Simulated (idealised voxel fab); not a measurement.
Module name: voxel trench capacitor (process module)
Each square cell in cross-section cut measures 5 nm, and the section as a whole is 175 nm wide.
If you're reading a cross-section in this doc, picture square cells in a grid; it comes to you as bands, top ones listed first down to the bottom, and a band can be one or more rows of cells. Top height, bottom height, nm. Materials left to right, width each, nm. Single material + "edge to edge" = fills band edge to edge. "air" = empty. Ref level 0: as-received wafer is one material below here. Bottom band extends down with no lower bound ("top 0, no bottom"). It should be noted that a width expressed as "30->40" varies in equal increments from row to row of cells within the band, taking the value of the first number at the top row and that of the second number at the bottom row. The designation "nothing was modified", where it is given for a processing step, indicates that no cell of the cross-section was altered in the course of that step. Closed-off voids of 8+ cells (no open route to the top) go in "Fully sealed cavities", written width x height at distance from the left edge, in nm. Heads up: the bit after the settings on a step's line is the simulator's remark on that step. overlay nm: how far to the right of its planned place the mask lay on this masked step (negative: to the left).
**These are the steps we planned for the process**
| 1 | RECEIVE with material Si |
| 2 | CONFORMAL_DEP with material SiN, thk nm 5 |
| 3 | DIRECTIONAL_DEP with material aC, thk nm 15 |
| 4 | PATTERN with tone open, mask id TRENCH, material resist, width nm 25, pitch nm 55, thk nm 35, overlay nm 0 |
| 5 | DIRECTIONAL_ETCH with etch materials aC, depth nm 15 |
| 6 | STRIP with etch materials resist |
| 7 | DIRECTIONAL_ETCH with etch materials SiN, depth nm 10 |
| 8 | DIRECTIONAL_ETCH with etch materials Si, depth nm 25 |
| 9 | STRIP with etch materials aC |
| 10 | CONFORMAL_DEP with material Al2O3, thk nm 5 |
| 11 | CONFORMAL_DEP with material TiN, thk nm 5 |
| 12 | FILL_DEP with material W, thk nm 10 |
| 13 | CMP with height nm 10 |
The wafers are alike at the start. At step 2, their thk nm differs. The plan lists the first wafer's value.
**Cross-section of the first incoming wafer of several, state after step 1**
top 0, no bottom: Si edge to edge
Fully sealed cavities: none
**After the module's final step, step 13: the first of several wafers in cross-section**
top 10, bottom 5: Al2O3 (50) / TiN (5) / W (5) / TiN (5) / Al2O3 (40) / TiN (5) / W (5) / TiN (5) / Al2O3 (55)
top 5, bottom 0: SiN (45) / Al2O3 (5) / TiN (5) / W (5) / TiN (5) / Al2O3 (5) / SiN (30) / Al2O3 (5) / TiN (5) / W (5) / TiN (5) / Al2O3 (5) / SiN (50)
top 0, bottom -15: Si (45) / Al2O3 (5) / TiN (5) / W (5) / TiN (5) / Al2O3 (5) / Si (30) / Al2O3 (5) / TiN (5) / W (5) / TiN (5) / Al2O3 (5) / Si (50)
top -15, bottom -20: Si (45) / Al2O3 (5) / TiN (15) / Al2O3 (5) / Si (30) / Al2O3 (5) / TiN (15) / Al2O3 (5) / Si (50)
top -20, bottom -25: Si (45) / Al2O3 (25) / Si (30) / Al2O3 (25) / Si (50)
top -25, no bottom: Si edge to edge
Fully sealed cavities: none
**Cross-section of the last wafer at end of module**
top 10, bottom 0: SiN edge to edge
top 0, no bottom: Si edge to edge
Fully sealed cavities: none
**Rows = wafers. At module end, each row lists per material the cells gained (+) or lost (-) since the wafer was received, then the closed voids**
thk nm 5 | +59 Al2O3 | -50 Si | +25 SiN | +26 TiN | +10 W | Fully sealed cavities: none
thk nm 10 | +34 Al2O3 | -50 Si | +50 SiN | +26 TiN | +10 W | Fully sealed cavities: none
thk nm 15 | +10 Al2O3 | +60 SiN | Fully sealed cavities: none
thk nm 20 | +70 SiN | Fully sealed cavities: none
thk nm 25 | +70 SiN | Fully sealed cavities: none
